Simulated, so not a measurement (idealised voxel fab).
A process module follows: voxel lift off.
cross-section cut | 190 nm wide | cells 5 nm
The cross-sections in this document take the form of a grid made of square cells. They are written out as bands, in order from top to bottom. Each band consists of one or more rows of cells.
Top height, bottom height, nm. Materials left to right, width each, nm. Single material + "edge to edge" = fills band edge to edge. "blank" = empty.
Height datum 0, below which the as-received substrate wafer is one material. Lowest band open at the bottom, running downward: "0 -> down".
Top row gets the first number, bottom row gets the second, and each row in between changes by the same step: that is how a band width like "30 to 40" works.
A step reported as "same as before" is a step in which no cell of the cross-section changed.
"Closed void roster" contains a list of empty spaces, each no smaller than 8 cells and without an open way to the top, written in the form width x height at distance with the distance from the left edge and all three in nm.
after a step's settings: what the simulator itself notes on the step
overlay nm: mask right of planned place by this much (step with mask). Neg. = left.

**plan**
| 1 | RECEIVE | material Si |
| 2 | CONFORMAL_DEP | material Al2O3 | thk nm 5 |
| 3 | PATTERN | tone open | mask id LINES | material resist | width nm 30 | pitch nm 55 | thk nm 20 | overlay nm 0 |
| 4 | DIRECTIONAL_DEP | material Ru | thk nm 10 |
| 5 | STRIP | etch materials resist |
| 6 | CONFORMAL_DEP | material SiCN | thk nm 5 |

**The cross-section here shows the wafer as received, i.e. in its state after step 1**
  0 -> down = Si edge to edge
  Closed void roster: none

**End state of the module in cross-section, given the above starting point and plan and one mistake in execution**
  20 -> 10 = blank 45 nm; SiCN 40 nm; blank 15 nm; SiCN 40 nm; blank 50 nm
  10 -> 5 = SiCN edge to edge
  5 -> 0 = Al2O3 edge to edge
  0 -> down = Si edge to edge
  Closed void roster: none
Error vs. plan: so step 4 ended up running with a different setting than we planned, it ran as DIRECTIONAL_DEP | material SiCN | thk nm 10
